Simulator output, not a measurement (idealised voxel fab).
process module | voxel trench capacitor
cross-section cut | 245 nm wide | cells 5 nm
A cross-section is a grid of square cells, given in bands from the top down. A band is one or more rows of cells.
Each band's line starts with the height of the band's top and of its bottom, in nm. Then come its materials from left to right, each with its width in nm. One material with "throughout" fills the band from edge to edge. "air" is empty space.
Height 0 is the level under which the wafer as received is all one material. The lowest band goes on downwards, as in "0 down".
A width such as "30 to 40" changes by the same amount from each row of cells to the next, from the band's top row to its bottom row.
"no change" after a step means that no cell of the cross-section changed.
closed voids: empty space of 8 cells or more with no open way to the top, each as width x height at its distance from the left edge, in nm
after a step's settings: what the simulator itself notes on the step
overlay nm, on a step with a mask: how far to the right of its planned place the mask lay; to the left if negative
plan
1 op RECEIVE | material Si
2 op CONFORMAL_DEP | material SiN | thk nm 10
3 op MASKED_ETCH | tone open | mask id TRENCH | width nm 15 | pitch nm 30 | etch materials SiN | depth nm 5 | overlay nm 0
4 op MASKED_ETCH | tone open | mask id TRENCH | width nm 15 | pitch nm 30 | etch materials Si | depth nm 30 | overlay nm 0
5 op CONFORMAL_DEP | material Al2O3 | thk nm 5
6 op FILL_DEP | material polySi | thk nm 5
7 op CMP | height nm 10
varied across the wafers: depth nm of step 3. The plan shows the first wafer's value. All wafers start alike
first wafer as received, after step 1
  0 down: Si throughout
  closed voids: none
each wafer at the end: cells of each material gained (+) or lost (-) since it was received, then its closed voids
depth nm 5 | +12 Al2O3 | +86 SiN | closed voids: none
depth nm 10 | +68 Al2O3 | -72 Si | +74 SiN | +28 polySi | closed voids: none
depth nm 15 | +68 Al2O3 | -72 Si | +74 SiN | +28 polySi | closed voids: none
depth nm 20 | +68 Al2O3 | -72 Si | +74 SiN | +28 polySi | closed voids: none
depth nm 25 | +68 Al2O3 | -72 Si | +74 SiN | +28 polySi | closed voids: none
